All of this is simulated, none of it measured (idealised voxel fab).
This is a process module. Its name is voxel transistor to metal.
Displayed cross-section: cut, width of 160 nm, square cells sized 5 nm.
Notation: cross-section as square-cell grid; stated in bands, top first, going down; one or more cell rows per band.
Each band's line starts with the height of the band's top and of its bottom, in nm. Then come its materials from left to right, each with its width in nm. One material with "edge to edge" fills the band from edge to edge. "blank" is empty space.
We count height from 0. Below that, the starting wafer is all one material. The lowest band never ends at the bottom but goes on down; see "0 down" for how that is written.
With a width like "30 to 40", each row of cells in the band differs from the next by the same amount, the top row carrying the first number and the bottom row the second.
Any step labelled "identical to before" changed none of the cells in the cross-section.
Heads up: "Sealed cavities" only lists the empty pockets with no open path to the top that are 8 cells or more, and it writes them as width x height at distance, distance from the left edge, in nm.
Step line, after settings: the simulator's comment on this step.
For masked steps, "overlay nm" on the step line gives how far right of plan the mask actually lay; a minus sign means it lay to the left.
## Process steps (planned)
- 1: RECEIVE (material Si)
- 2: CONFORMAL_DEP (material SiO2; thk nm 5)
- 3: CONFORMAL_DEP (material SiN; thk nm 10)
- 4: MASKED_ETCH (tone cover; mask id ACTIVE; width nm 100; etch materials SiN; depth nm 10; overlay nm 0)
- 5: MASKED_ETCH (tone cover; mask id ACTIVE; width nm 100; etch materials SiO2; depth nm 5; overlay nm 0)
- 6: MASKED_ETCH (tone cover; mask id ACTIVE; width nm 100; etch materials Si; depth nm 20; overlay nm 0)
- 7: OXIDIZE (depth nm 5)
- 8: FILL_DEP (material SiO2; thk nm 5)
- 9: CMP (height nm 15)
- 10: SELECTIVE_ETCH (etch materials SiO2; depth nm 10)
- 11: STRIP (etch materials SiN)
- 12: SELECTIVE_ETCH (etch materials SiO2; depth nm 5)
- 13: OXIDIZE (depth nm 5)
- 14: DIRECTIONAL_DEP (material polySi; thk nm 20)
- 15: DIRECTIONAL_DEP (material SiCN; thk nm 10)
- 16: DIRECTIONAL_DEP (material aC; thk nm 15)
- 17: PATTERN (tone cover; mask id GATE; material resist; width nm 30; thk nm 30; overlay nm 0)
- 18: DIRECTIONAL_ETCH (etch materials aC; depth nm 15)
- 19: STRIP (etch materials resist)
- 20: DIRECTIONAL_ETCH (etch materials SiCN; depth nm 20)
- 21: DIRECTIONAL_ETCH (etch materials polySi; depth nm 30)
- 22: STRIP (etch materials aC)
- 23: CONFORMAL_DEP (material SiO2; thk nm 5)
- 24: DIRECTIONAL_ETCH (etch materials SiO2; depth nm 5)
- 25: CONFORMAL_DEP (material SiN; thk nm 10)
- 26: DIRECTIONAL_ETCH (etch materials SiN; depth nm 10)
- 27: DIRECTIONAL_ETCH (etch materials SiO2; depth nm 5)
- 28: DIRECTIONAL_ETCH (etch materials Si; depth nm 15)
- 29: EPI (material SiGe; thk nm 20)
- 30: FILL_DEP (material SiO2; thk nm 5)
- 31: CMP (height nm 20)
- 32: STRIP (etch materials polySi)
- 33: SELECTIVE_ETCH (etch materials SiO2; depth nm 5)
- 34: CONFORMAL_DEP (material HfO2; thk nm 5)
- 35: CONFORMAL_DEP (material TiN; thk nm 5)
- 36: FILL_DEP (material W; thk nm 5)
- 37: CMP (height nm 15)
- 38: DIRECTIONAL_DEP (material SiO2; thk nm 15)
- 39: MASKED_ETCH (tone open; mask id CONTACT; width nm 15; pitch nm 75; etch materials SiO2; depth nm 15; overlay nm 0)
- 40: CONFORMAL_DEP (material TiN; thk nm 5)
- 41: FILL_DEP (material Ru; thk nm 10)
- 42: CMP (height nm 30)
- 43: DIRECTIONAL_DEP (material TiN; thk nm 5)
- 44: DIRECTIONAL_DEP (material W; thk nm 15)
- 45: DIRECTIONAL_DEP (material aC; thk nm 15)
- 46: PATTERN (tone cover; mask id METAL_1; material resist; width nm 15; pitch nm 75; thk nm 30; overlay nm 0)
- 47: DIRECTIONAL_ETCH (etch materials aC; depth nm 15)
- 48: STRIP (etch materials resist)
- 49: DIRECTIONAL_ETCH (etch materials W; depth nm 15)
- 50: DIRECTIONAL_ETCH (etch materials TiN; depth nm 5)
- 51: STRIP (etch materials aC)
- 52: FILL_DEP (material lowk; thk nm 10)
- 53: CMP (height nm 50)
- 54: CONFORMAL_DEP (material SiN; thk nm 5)
## Wafer, first of two, run as planned
## This is the cross-section of the wafer as we received it, i.e. after step 1
- 0 down: Si edge to edge
- Sealed cavities: none
## The following cross-section depicts the wafer upon completion of step 2
- 5 to 0: SiO2 edge to edge
- Below 0, no change.
## The following cross-section depicts the wafer upon completion of step 3
- 15 to 5: SiN edge to edge
- Below 5, no change.
## The following cross-section depicts the wafer upon completion of step 4
- 15 to 5: blank: 30, then SiN: 100, then blank: 30
- Below 5, no change.
## The following cross-section depicts the wafer upon completion of step 5
- 15 to 5: blank: 30, then SiN: 100, then blank: 30
- 5 to 0: blank: 30, then SiO2: 100, then blank: 30
- Below 0, no change.
## The following cross-section depicts the wafer upon completion of step 6
- 15 to 5: blank: 30, then SiN: 100, then blank: 30
- 5 to 0: blank: 30, then SiO2: 100, then blank: 30
- 0 to -20: blank: 30, then Si: 100, then blank: 30
- Below -20, no change.
## The following cross-section depicts the wafer upon completion of step 7
- 15 to 5: blank: 30, then SiN: 100, then blank: 30
- 5 to 0: blank: 30, then SiO2: 100, then blank: 30
- 0 to -20: blank: 30, then SiO2: 5, then Si: 90, then SiO2: 5, then blank: 30
- -20 to -25: SiO2: 35, then Si: 90, then SiO2: 35
- Below -25, no change.
## The following cross-section depicts the wafer upon completion of step 8
- 20 to 15: SiO2 edge to edge
- 15 to 5: SiO2: 30, then SiN: 100, then SiO2: 30
- 5 to 0: SiO2 edge to edge
- 0 to -25: SiO2: 35, then Si: 90, then SiO2: 35
- Below -25, no change.
## The following cross-section depicts the wafer upon completion of step 9
- 15 to 5: SiO2: 30, then SiN: 100, then SiO2: 30
- Below 5, no change.
## The following cross-section depicts the wafer upon completion of step 10
- 15 to 5: blank: 30, then SiN: 100, then blank: 30
- Below 5, no change.
## The following cross-section depicts the wafer upon completion of step 11
- 5 to 0: SiO2 edge to edge
- Below 0, no change.
## The following cross-section depicts the wafer upon completion of step 12
- 0 to -25: SiO2: 35, then Si: 90, then SiO2: 35
- Below -25, no change.
## The following cross-section depicts the wafer upon completion of step 13
- 0 to -5: SiO2 edge to edge
- Below -5, no change.
## The following cross-section depicts the wafer upon completion of step 14
- 20 to 0: polySi edge to edge
- Below 0, no change.
## The following cross-section depicts the wafer upon completion of step 15
- 30 to 20: SiCN edge to edge
- Below 20, no change.
## The following cross-section depicts the wafer upon completion of step 16
- 45 to 30: aC edge to edge
- Below 30, no change.
## The following cross-section depicts the wafer upon completion of step 17
- 75 to 45: blank: 65, then resist: 30, then blank: 65
- Below 45, no change.
## The following cross-section depicts the wafer upon completion of step 18
- 60 to 45: blank: 65, then resist: 30, then blank: 65
- 45 to 30: blank: 65, then aC: 30, then blank: 65
- Below 30, no change.
## The following cross-section depicts the wafer upon completion of step 19
- 45 to 30: blank: 65, then aC: 30, then blank: 65
- Below 30, no change.
## The following cross-section depicts the wafer upon completion of step 20
- 45 to 30: blank: 65, then aC: 30, then blank: 65
- 30 to 20: blank: 65, then SiCN: 30, then blank: 65
- Below 20, no change.
## The following cross-section depicts the wafer upon completion of step 21
- 45 to 30: blank: 65, then aC: 30, then blank: 65
- 30 to 20: blank: 65, then SiCN: 30, then blank: 65
- 20 to 0: blank: 65, then polySi: 30, then blank: 65
- Below 0, no change.
## The following cross-section depicts the wafer upon completion of step 22
- 30 to 20: blank: 65, then SiCN: 30, then blank: 65
- Below 20, no change.
## The following cross-section depicts the wafer upon completion of step 23
- 35 to 30: blank: 60, then SiO2: 40, then blank: 60
- 30 to 20: blank: 60, then SiO2: 5, then SiCN: 30, then SiO2: 5, then blank: 60
- 20 to 5: blank: 60, then SiO2: 5, then polySi: 30, then SiO2: 5, then blank: 60
- 5 to 0: SiO2: 65, then polySi: 30, then SiO2: 65
- Below 0, no change.
## The following cross-section depicts the wafer upon completion of step 24
- 30 to 20: blank: 60, then SiO2: 5, then SiCN: 30, then SiO2: 5, then blank: 60
- 20 to 0: blank: 60, then SiO2: 5, then polySi: 30, then SiO2: 5, then blank: 60
- Below 0, no change.
## The following cross-section depicts the wafer upon completion of step 25
- 40 to 30: blank: 50, then SiN: 60, then blank: 50
- 30 to 20: blank: 50, then SiN: 10, then SiO2: 5, then SiCN: 30, then SiO2: 5, then SiN: 10, then blank: 50
- 20 to 10: blank: 50, then SiN: 10, then SiO2: 5, then polySi: 30, then SiO2: 5, then SiN: 10, then blank: 50
- 10 to 0: SiN: 60, then SiO2: 5, then polySi: 30, then SiO2: 5, then SiN: 60
- Below 0, no change.
## The following cross-section depicts the wafer upon completion of step 26
- 30 to 20: blank: 50, then SiN: 10, then SiO2: 5, then SiCN: 30, then SiO2: 5, then SiN: 10, then blank: 50
- 20 to 0: blank: 50, then SiN: 10, then SiO2: 5, then polySi: 30, then SiO2: 5, then SiN: 10, then blank: 50
- Below 0, no change.
## The following cross-section depicts the wafer upon completion of step 27
- 30 to 25: blank: 50, then SiN: 10, then blank: 5, then SiCN: 30, then blank: 5, then SiN: 10, then blank: 50
- 25 to 20: blank: 50, then SiN: 10, then SiO2: 5, then SiCN: 30, then SiO2: 5, then SiN: 10, then blank: 50
- 20 to 0: blank: 50, then SiN: 10, then SiO2: 5, then polySi: 30, then SiO2: 5, then SiN: 10, then blank: 50
- 0 to -5: blank: 50, then SiO2: 60, then blank: 50
- Below -5, no change.
## The following cross-section depicts the wafer upon completion of step 28
- 30 to 25: blank: 50, then SiN: 10, then blank: 5, then SiCN: 30, then blank: 5, then SiN: 10, then blank: 50
- 25 to 20: blank: 50, then SiN: 10, then SiO2: 5, then SiCN: 30, then SiO2: 5, then SiN: 10, then blank: 50
- 20 to 0: blank: 50, then SiN: 10, then SiO2: 5, then polySi: 30, then SiO2: 5, then SiN: 10, then blank: 50
- 0 to -5: blank: 50, then SiO2: 60, then blank: 50
- -5 to -20: SiO2: 35, then blank: 15, then Si: 60, then blank: 15, then SiO2: 35
- Below -20, no change.
## The following cross-section depicts the wafer upon completion of step 29
- 30 to 25: blank: 50, then SiN: 10, then blank: 5, then SiCN: 30, then blank: 5, then SiN: 10, then blank: 50
- 25 to 20: blank: 50, then SiN: 10, then SiO2: 5, then SiCN: 30, then SiO2: 5, then SiN: 10, then blank: 50
- 20 to 15: blank: 50, then SiN: 10, then SiO2: 5, then polySi: 30, then SiO2: 5, then SiN: 10, then blank: 50
- 15 to 0: blank: 30, then SiGe: 20, then SiN: 10, then SiO2: 5, then polySi: 30, then SiO2: 5, then SiN: 10, then SiGe: 20, then blank: 30
- 0 to -5: blank: 30, then SiGe: 20, then SiO2: 60, then SiGe: 20, then blank: 30
- -5 to -20: SiO2: 35, then SiGe: 15, then Si: 60, then SiGe: 15, then SiO2: 35
- Below -20, no change.
## The following cross-section depicts the wafer upon completion of step 30
- 35 to 30: SiO2 edge to edge
- 30 to 20: SiO2: 50, then SiN: 10, then SiO2: 5, then SiCN: 30, then SiO2: 5, then SiN: 10, then SiO2: 50
- 20 to 15: SiO2: 50, then SiN: 10, then SiO2: 5, then polySi: 30, then SiO2: 5, then SiN: 10, then SiO2: 50
- 15 to 0: SiO2: 30, then SiGe: 20, then SiN: 10, then SiO2: 5, then polySi: 30, then SiO2: 5, then SiN: 10, then SiGe: 20, then SiO2: 30
- 0 to -5: SiO2: 30, then SiGe: 20, then SiO2: 60, then SiGe: 20, then SiO2: 30
- Below -5, no change.
## The following cross-section depicts the wafer upon completion of step 31
- 20 to 15: SiO2: 50, then SiN: 10, then SiO2: 5, then polySi: 30, then SiO2: 5, then SiN: 10, then SiO2: 50
- Below 15, no change.
## The following cross-section depicts the wafer upon completion of step 32
- 20 to 15: SiO2: 50, then SiN: 10, then SiO2: 5, then blank: 30, then SiO2: 5, then SiN: 10, then SiO2: 50
- 15 to 0: SiO2: 30, then SiGe: 20, then SiN: 10, then SiO2: 5, then blank: 30, then SiO2: 5, then SiN: 10, then SiGe: 20, then SiO2: 30
- Below 0, no change.
## The following cross-section depicts the wafer upon completion of step 33
- 20 to 15: blank: 50, then SiN: 10, then blank: 40, then SiN: 10, then blank: 50
- 15 to 0: SiO2: 30, then SiGe: 20, then SiN: 10, then blank: 40, then SiN: 10, then SiGe: 20, then SiO2: 30
- 0 to -5: SiO2: 30, then SiGe: 20, then SiO2: 10, then blank: 40, then SiO2: 10, then SiGe: 20, then SiO2: 30
- Below -5, no change.
## The following cross-section depicts the wafer upon completion of step 34
- 25 to 20: blank: 45, then HfO2: 20, then blank: 30, then HfO2: 20, then blank: 45
- 20 to 15: HfO2: 50, then SiN: 10, then HfO2: 5, then blank: 30, then HfO2: 5, then SiN: 10, then HfO2: 50
- 15 to 0: SiO2: 30, then SiGe: 20, then SiN: 10, then HfO2: 5, then blank: 30, then HfO2: 5, then SiN: 10, then SiGe: 20, then SiO2: 30
- 0 to -5: SiO2: 30, then SiGe: 20, then SiO2: 10, then HfO2: 40, then SiO2: 10, then SiGe: 20, then SiO2: 30
- Below -5, no change.
## The following cross-section depicts the wafer upon completion of step 35
- 30 to 25: blank: 40, then TiN: 30, then blank: 20, then TiN: 30, then blank: 40
- 25 to 20: TiN: 45, then HfO2: 20, then TiN: 5, then blank: 20, then TiN: 5, then HfO2: 20, then TiN: 45
- 20 to 15: HfO2: 50, then SiN: 10, then HfO2: 5, then TiN: 5, then blank: 20, then TiN: 5, then HfO2: 5, then SiN: 10, then HfO2: 50
- 15 to 5: SiO2: 30, then SiGe: 20, then SiN: 10, then HfO2: 5, then TiN: 5, then blank: 20, then TiN: 5, then HfO2: 5, then SiN: 10, then SiGe: 20, then SiO2: 30
- 5 to 0: SiO2: 30, then SiGe: 20, then SiN: 10, then HfO2: 5, then TiN: 30, then HfO2: 5, then SiN: 10, then SiGe: 20, then SiO2: 30
- Below 0, no change.
## The following cross-section depicts the wafer upon completion of step 36
- 35 to 30: W edge to edge
- 30 to 25: W: 40, then TiN: 30, then W: 20, then TiN: 30, then W: 40
- 25 to 20: TiN: 45, then HfO2: 20, then TiN: 5, then W: 20, then TiN: 5, then HfO2: 20, then TiN: 45
- 20 to 15: HfO2: 50, then SiN: 10, then HfO2: 5, then TiN: 5, then W: 20, then TiN: 5, then HfO2: 5, then SiN: 10, then HfO2: 50
- 15 to 5: SiO2: 30, then SiGe: 20, then SiN: 10, then HfO2: 5, then TiN: 5, then W: 20, then TiN: 5, then HfO2: 5, then SiN: 10, then SiGe: 20, then SiO2: 30
- Below 5, no change.
## The following cross-section depicts the wafer upon completion of step 37
- 15 to 5: SiO2: 30, then SiGe: 20, then SiN: 10, then HfO2: 5, then TiN: 5, then W: 20, then TiN: 5, then HfO2: 5, then SiN: 10, then SiGe: 20, then SiO2: 30
- Below 5, no change.
## The following cross-section depicts the wafer upon completion of step 38
- 30 to 15: SiO2 edge to edge
- Below 15, no change.
## The following cross-section depicts the wafer upon completion of step 39
- 30 to 15: SiO2: 35, then blank: 15, then SiO2: 60, then blank: 15, then SiO2: 35
- Below 15, no change.
## The following cross-section depicts the wafer upon completion of step 40
- 35 to 30: TiN: 40, then blank: 5, then TiN: 70, then blank: 5, then TiN: 40
- 30 to 20: SiO2: 35, then TiN: 5, then blank: 5, then TiN: 5, then SiO2: 60, then TiN: 5, then blank: 5, then TiN: 5, then SiO2: 35
- 20 to 15: SiO2: 35, then TiN: 15, then SiO2: 60, then TiN: 15, then SiO2: 35
- Below 15, no change.
## The following cross-section depicts the wafer upon completion of step 41
- 45 to 35: Ru edge to edge
- 35 to 30: TiN: 40, then Ru: 5, then TiN: 70, then Ru: 5, then TiN: 40
- 30 to 20: SiO2: 35, then TiN: 5, then Ru: 5, then TiN: 5, then SiO2: 60, then TiN: 5, then Ru: 5, then TiN: 5, then SiO2: 35
- Below 20, no change.
## The following cross-section depicts the wafer upon completion of step 42
- 30 to 20: SiO2: 35, then TiN: 5, then Ru: 5, then TiN: 5, then SiO2: 60, then TiN: 5, then Ru: 5, then TiN: 5, then SiO2: 35
- Below 20, no change.
## The following cross-section depicts the wafer upon completion of step 43
- 35 to 30: TiN edge to edge
- Below 30, no change.
## The following cross-section depicts the wafer upon completion of step 44
- 50 to 35: W edge to edge
- Below 35, no change.
## The following cross-section depicts the wafer upon completion of step 45
- 65 to 50: aC edge to edge
- Below 50, no change.
## The following cross-section depicts the wafer upon completion of step 46
- 95 to 65: blank: 35, then resist: 15, then blank: 60, then resist: 15, then blank: 35
- Below 65, no change.
## The following cross-section depicts the wafer upon completion of step 47
- 80 to 65: blank: 35, then resist: 15, then blank: 60, then resist: 15, then blank: 35
- 65 to 50: blank: 35, then aC: 15, then blank: 60, then aC: 15, then blank: 35
- Below 50, no change.
## The following cross-section depicts the wafer upon completion of step 48
- 65 to 50: blank: 35, then aC: 15, then blank: 60, then aC: 15, then blank: 35
- Below 50, no change.
## The following cross-section depicts the wafer upon completion of step 49
- 65 to 50: blank: 35, then aC: 15, then blank: 60, then aC: 15, then blank: 35
- 50 to 35: blank: 35, then W: 15, then blank: 60, then W: 15, then blank: 35
- Below 35, no change.
## The following cross-section depicts the wafer upon completion of step 50
- 65 to 50: blank: 35, then aC: 15, then blank: 60, then aC: 15, then blank: 35
- 50 to 35: blank: 35, then W: 15, then blank: 60, then W: 15, then blank: 35
- 35 to 30: blank: 35, then TiN: 15, then blank: 60, then TiN: 15, then blank: 35
- Below 30, no change.
## The following cross-section depicts the wafer upon completion of step 51
- 50 to 35: blank: 35, then W: 15, then blank: 60, then W: 15, then blank: 35
- Below 35, no change.
## The following cross-section depicts the wafer upon completion of step 52
- 60 to 50: lowk edge to edge
- 50 to 35: lowk: 35, then W: 15, then lowk: 60, then W: 15, then lowk: 35
- 35 to 30: lowk: 35, then TiN: 15, then lowk: 60, then TiN: 15, then lowk: 35
- Below 30, no change.
## The following cross-section depicts the wafer upon completion of step 53
- 50 to 35: lowk: 35, then W: 15, then lowk: 60, then W: 15, then lowk: 35
- Below 35, no change.
## The following cross-section depicts the wafer upon completion of step 54
- 55 to 50: SiN edge to edge
- Below 50, no change.
## The Second Wafer: Common Origin and Plan, One Mistake in Execution, Identical to the First Through Step 16
## Here is the second wafer in cross-section at the point where step 17 of the plan should have been done
- 75 to 45: blank: 60, then resist: 30, then blank: 70
- Below 45, no change.
## Here is the second wafer in cross-section at the point where step 18 of the plan should have been done
- 60 to 45: blank: 60, then resist: 30, then blank: 70
- 45 to 30: blank: 60, then aC: 30, then blank: 70
- Below 30, no change.
## Here is the second wafer in cross-section at the point where step 19 of the plan should have been done
- 45 to 30: blank: 60, then aC: 30, then blank: 70
- Below 30, no change.
## Here is the second wafer in cross-section at the point where step 20 of the plan should have been done
- 45 to 30: blank: 60, then aC: 30, then blank: 70
- 30 to 20: blank: 60, then SiCN: 30, then blank: 70
- Below 20, no change.
## Here is the second wafer in cross-section at the point where step 21 of the plan should have been done
- 45 to 30: blank: 60, then aC: 30, then blank: 70
- 30 to 20: blank: 60, then SiCN: 30, then blank: 70
- 20 to 0: blank: 60, then polySi: 30, then blank: 70
- Below 0, no change.
## Here is the second wafer in cross-section at the point where step 22 of the plan should have been done
- 30 to 20: blank: 60, then SiCN: 30, then blank: 70
- Below 20, no change.
## Here is the second wafer in cross-section at the point where step 23 of the plan should have been done
- 35 to 30: blank: 55, then SiO2: 40, then blank: 65
- 30 to 20: blank: 55, then SiO2: 5, then SiCN: 30, then SiO2: 5, then blank: 65
- 20 to 5: blank: 55, then SiO2: 5, then polySi: 30, then SiO2: 5, then blank: 65
- 5 to 0: SiO2: 60, then polySi: 30, then SiO2: 70
- Below 0, no change.
## Here is the second wafer in cross-section at the point where step 24 of the plan should have been done
- 30 to 20: blank: 55, then SiO2: 5, then SiCN: 30, then SiO2: 5, then blank: 65
- 20 to 0: blank: 55, then SiO2: 5, then polySi: 30, then SiO2: 5, then blank: 65
- Below 0, no change.
## Here is the second wafer in cross-section at the point where step 25 of the plan should have been done
- 40 to 30: blank: 45, then SiN: 60, then blank: 55
- 30 to 20: blank: 45, then SiN: 10, then SiO2: 5, then SiCN: 30, then SiO2: 5, then SiN: 10, then blank: 55
- 20 to 10: blank: 45, then SiN: 10, then SiO2: 5, then polySi: 30, then SiO2: 5, then SiN: 10, then blank: 55
- 10 to 0: SiN: 55, then SiO2: 5, then polySi: 30, then SiO2: 5, then SiN: 65
- Below 0, no change.
## Here is the second wafer in cross-section at the point where step 26 of the plan should have been done
- 30 to 20: blank: 45, then SiN: 10, then SiO2: 5, then SiCN: 30, then SiO2: 5, then SiN: 10, then blank: 55
- 20 to 0: blank: 45, then SiN: 10, then SiO2: 5, then polySi: 30, then SiO2: 5, then SiN: 10, then blank: 55
- Below 0, no change.
## Here is the second wafer in cross-section at the point where step 27 of the plan should have been done
- 30 to 25: blank: 45, then SiN: 10, then blank: 5, then SiCN: 30, then blank: 5, then SiN: 10, then blank: 55
- 25 to 20: blank: 45, then SiN: 10, then SiO2: 5, then SiCN: 30, then SiO2: 5, then SiN: 10, then blank: 55
- 20 to 0: blank: 45, then SiN: 10, then SiO2: 5, then polySi: 30, then SiO2: 5, then SiN: 10, then blank: 55
- 0 to -5: blank: 45, then SiO2: 60, then blank: 55
- Below -5, no change.
## Here is the second wafer in cross-section at the point where step 28 of the plan should have been done
- 30 to 25: blank: 45, then SiN: 10, then blank: 5, then SiCN: 30, then blank: 5, then SiN: 10, then blank: 55
- 25 to 20: blank: 45, then SiN: 10, then SiO2: 5, then SiCN: 30, then SiO2: 5, then SiN: 10, then blank: 55
- 20 to 0: blank: 45, then SiN: 10, then SiO2: 5, then polySi: 30, then SiO2: 5, then SiN: 10, then blank: 55
- 0 to -5: blank: 45, then SiO2: 60, then blank: 55
- -5 to -20: SiO2: 35, then blank: 10, then Si: 60, then blank: 20, then SiO2: 35
- Below -20, no change.
## Here is the second wafer in cross-section at the point where step 29 of the plan should have been done
- 30 to 25: blank: 45, then SiN: 10, then blank: 5, then SiCN: 30, then blank: 5, then SiN: 10, then blank: 55
- 25 to 20: blank: 45, then SiN: 10, then SiO2: 5, then SiCN: 30, then SiO2: 5, then SiN: 10, then blank: 55
- 20 to 15: blank: 45, then SiN: 10, then SiO2: 5, then polySi: 30, then SiO2: 5, then SiN: 10, then blank: 55
- 15 to 0: blank: 25, then SiGe: 20, then SiN: 10, then SiO2: 5, then polySi: 30, then SiO2: 5, then SiN: 10, then SiGe: 20, then blank: 35
- 0 to -5: blank: 25, then SiGe: 20, then SiO2: 60, then SiGe: 25, then blank: 30
- -5 to -20: SiO2: 35, then SiGe: 10, then Si: 60, then SiGe: 20, then SiO2: 35
- Below -20, no change.
## Here is the second wafer in cross-section at the point where step 30 of the plan should have been done
- 35 to 30: SiO2 edge to edge
- 30 to 20: SiO2: 45, then SiN: 10, then SiO2: 5, then SiCN: 30, then SiO2: 5, then SiN: 10, then SiO2: 55
- 20 to 15: SiO2: 45, then SiN: 10, then SiO2: 5, then polySi: 30, then SiO2: 5, then SiN: 10, then SiO2: 55
- 15 to 0: SiO2: 25, then SiGe: 20, then SiN: 10, then SiO2: 5, then polySi: 30, then SiO2: 5, then SiN: 10, then SiGe: 20, then SiO2: 35
- 0 to -5: SiO2: 25, then SiGe: 20, then SiO2: 60, then SiGe: 25, then SiO2: 30
- Below -5, no change.
## Here is the second wafer in cross-section at the point where step 31 of the plan should have been done
- 20 to 15: SiO2: 45, then SiN: 10, then SiO2: 5, then polySi: 30, then SiO2: 5, then SiN: 10, then SiO2: 55
- Below 15, no change.
## Here is the second wafer in cross-section at the point where step 32 of the plan should have been done
- 20 to 15: SiO2: 45, then SiN: 10, then SiO2: 5, then blank: 30, then SiO2: 5, then SiN: 10, then SiO2: 55
- 15 to 0: SiO2: 25, then SiGe: 20, then SiN: 10, then SiO2: 5, then blank: 30, then SiO2: 5, then SiN: 10, then SiGe: 20, then SiO2: 35
- Below 0, no change.
## Here is the second wafer in cross-section at the point where step 33 of the plan should have been done
- 20 to 15: blank: 45, then SiN: 10, then blank: 40, then SiN: 10, then blank: 55
- 15 to 0: SiO2: 25, then SiGe: 20, then SiN: 10, then blank: 40, then SiN: 10, then SiGe: 20, then SiO2: 35
- 0 to -5: SiO2: 25, then SiGe: 20, then SiO2: 10, then blank: 40, then SiO2: 10, then SiGe: 25, then SiO2: 30
- Below -5, no change.
## Here is the second wafer in cross-section at the point where step 34 of the plan should have been done
- 25 to 20: blank: 40, then HfO2: 20, then blank: 30, then HfO2: 20, then blank: 50
- 20 to 15: HfO2: 45, then SiN: 10, then HfO2: 5, then blank: 30, then HfO2: 5, then SiN: 10, then HfO2: 55
- 15 to 0: SiO2: 25, then SiGe: 20, then SiN: 10, then HfO2: 5, then blank: 30, then HfO2: 5, then SiN: 10, then SiGe: 20, then SiO2: 35
- 0 to -5: SiO2: 25, then SiGe: 20, then SiO2: 10, then HfO2: 40, then SiO2: 10, then SiGe: 25, then SiO2: 30
- Below -5, no change.
## Here is the second wafer in cross-section at the point where step 35 of the plan should have been done
- 30 to 25: blank: 35, then TiN: 30, then blank: 20, then TiN: 30, then blank: 45
- 25 to 20: TiN: 40, then HfO2: 20, then TiN: 5, then blank: 20, then TiN: 5, then HfO2: 20, then TiN: 50
- 20 to 15: HfO2: 45, then SiN: 10, then HfO2: 5, then TiN: 5, then blank: 20, then TiN: 5, then HfO2: 5, then SiN: 10, then HfO2: 55
- 15 to 5: SiO2: 25, then SiGe: 20, then SiN: 10, then HfO2: 5, then TiN: 5, then blank: 20, then TiN: 5, then HfO2: 5, then SiN: 10, then SiGe: 20, then SiO2: 35
- 5 to 0: SiO2: 25, then SiGe: 20, then SiN: 10, then HfO2: 5, then TiN: 30, then HfO2: 5, then SiN: 10, then SiGe: 20, then SiO2: 35
- Below 0, no change.
## Here is the second wafer in cross-section at the point where step 36 of the plan should have been done
- 35 to 30: W edge to edge
- 30 to 25: W: 35, then TiN: 30, then W: 20, then TiN: 30, then W: 45
- 25 to 20: TiN: 40, then HfO2: 20, then TiN: 5, then W: 20, then TiN: 5, then HfO2: 20, then TiN: 50
- 20 to 15: HfO2: 45, then SiN: 10, then HfO2: 5, then TiN: 5, then W: 20, then TiN: 5, then HfO2: 5, then SiN: 10, then HfO2: 55
- 15 to 5: SiO2: 25, then SiGe: 20, then SiN: 10, then HfO2: 5, then TiN: 5, then W: 20, then TiN: 5, then HfO2: 5, then SiN: 10, then SiGe: 20, then SiO2: 35
- Below 5, no change.
## Here is the second wafer in cross-section at the point where step 37 of the plan should have been done
- 15 to 5: SiO2: 25, then SiGe: 20, then SiN: 10, then HfO2: 5, then TiN: 5, then W: 20, then TiN: 5, then HfO2: 5, then SiN: 10, then SiGe: 20, then SiO2: 35
- Below 5, no change.
## Here is the second wafer in cross-section at the point where step 38 of the plan should have been done
- 30 to 15: SiO2 edge to edge
- Below 15, no change.
## Here is the second wafer in cross-section at the point where step 39 of the plan should have been done
- 30 to 15: SiO2: 35, then blank: 15, then SiO2: 60, then blank: 15, then SiO2: 35
- Below 15, no change.
## Here is the second wafer in cross-section at the point where step 40 of the plan should have been done
- 35 to 30: TiN: 40, then blank: 5, then TiN: 70, then blank: 5, then TiN: 40
- 30 to 20: SiO2: 35, then TiN: 5, then blank: 5, then TiN: 5, then SiO2: 60, then TiN: 5, then blank: 5, then TiN: 5, then SiO2: 35
- 20 to 15: SiO2: 35, then TiN: 15, then SiO2: 60, then TiN: 15, then SiO2: 35
- Below 15, no change.
## Here is the second wafer in cross-section at the point where step 41 of the plan should have been done
- 45 to 35: Ru edge to edge
- 35 to 30: TiN: 40, then Ru: 5, then TiN: 70, then Ru: 5, then TiN: 40
- 30 to 20: SiO2: 35, then TiN: 5, then Ru: 5, then TiN: 5, then SiO2: 60, then TiN: 5, then Ru: 5, then TiN: 5, then SiO2: 35
- Below 20, no change.
## Here is the second wafer in cross-section at the point where step 42 of the plan should have been done
- 30 to 20: SiO2: 35, then TiN: 5, then Ru: 5, then TiN: 5, then SiO2: 60, then TiN: 5, then Ru: 5, then TiN: 5, then SiO2: 35
- Below 20, no change.
## Here is the second wafer in cross-section at the point where step 43 of the plan should have been done
- 35 to 30: TiN edge to edge
- Below 30, no change.
## Here is the second wafer in cross-section at the point where step 44 of the plan should have been done
- 50 to 35: W edge to edge
- Below 35, no change.
## Here is the second wafer in cross-section at the point where step 45 of the plan should have been done
- 65 to 50: aC edge to edge
- Below 50, no change.
## Here is the second wafer in cross-section at the point where step 46 of the plan should have been done
- 95 to 65: blank: 35, then resist: 15, then blank: 60, then resist: 15, then blank: 35
- Below 65, no change.
## Here is the second wafer in cross-section at the point where step 47 of the plan should have been done
- 80 to 65: blank: 35, then resist: 15, then blank: 60, then resist: 15, then blank: 35
- 65 to 50: blank: 35, then aC: 15, then blank: 60, then aC: 15, then blank: 35
- Below 50, no change.
## Here is the second wafer in cross-section at the point where step 48 of the plan should have been done
- 65 to 50: blank: 35, then aC: 15, then blank: 60, then aC: 15, then blank: 35
- Below 50, no change.
## Here is the second wafer in cross-section at the point where step 49 of the plan should have been done
- 65 to 50: blank: 35, then aC: 15, then blank: 60, then aC: 15, then blank: 35
- 50 to 35: blank: 35, then W: 15, then blank: 60, then W: 15, then blank: 35
- Below 35, no change.
## Here is the second wafer in cross-section at the point where step 50 of the plan should have been done
- 65 to 50: blank: 35, then aC: 15, then blank: 60, then aC: 15, then blank: 35
- 50 to 35: blank: 35, then W: 15, then blank: 60, then W: 15, then blank: 35
- 35 to 30: blank: 35, then TiN: 15, then blank: 60, then TiN: 15, then blank: 35
- Below 30, no change.
## Here is the second wafer in cross-section at the point where step 51 of the plan should have been done
- 50 to 35: blank: 35, then W: 15, then blank: 60, then W: 15, then blank: 35
- Below 35, no change.
## Here is the second wafer in cross-section at the point where step 52 of the plan should have been done
- 60 to 50: lowk edge to edge
- 50 to 35: lowk: 35, then W: 15, then lowk: 60, then W: 15, then lowk: 35
- 35 to 30: lowk: 35, then TiN: 15, then lowk: 60, then TiN: 15, then lowk: 35
- Below 30, no change.
## Here is the second wafer in cross-section at the point where step 53 of the plan should have been done
- 50 to 35: lowk: 35, then W: 15, then lowk: 60, then W: 15, then lowk: 35
- Below 35, no change.
## Here is the second wafer in cross-section at the point where step 54 of the plan should have been done
- 55 to 50: SiN edge to edge
- Below 50, no change.
Deviation from plan: the process deviated at step 17: the operation and settings actually run there were PATTERN (tone cover; mask id GATE; material resist; width nm 30; thk nm 30; overlay nm -5)
Final difference in cells, second wafer against first, listed per material as more or fewer: SiGe +1; SiO2 -1
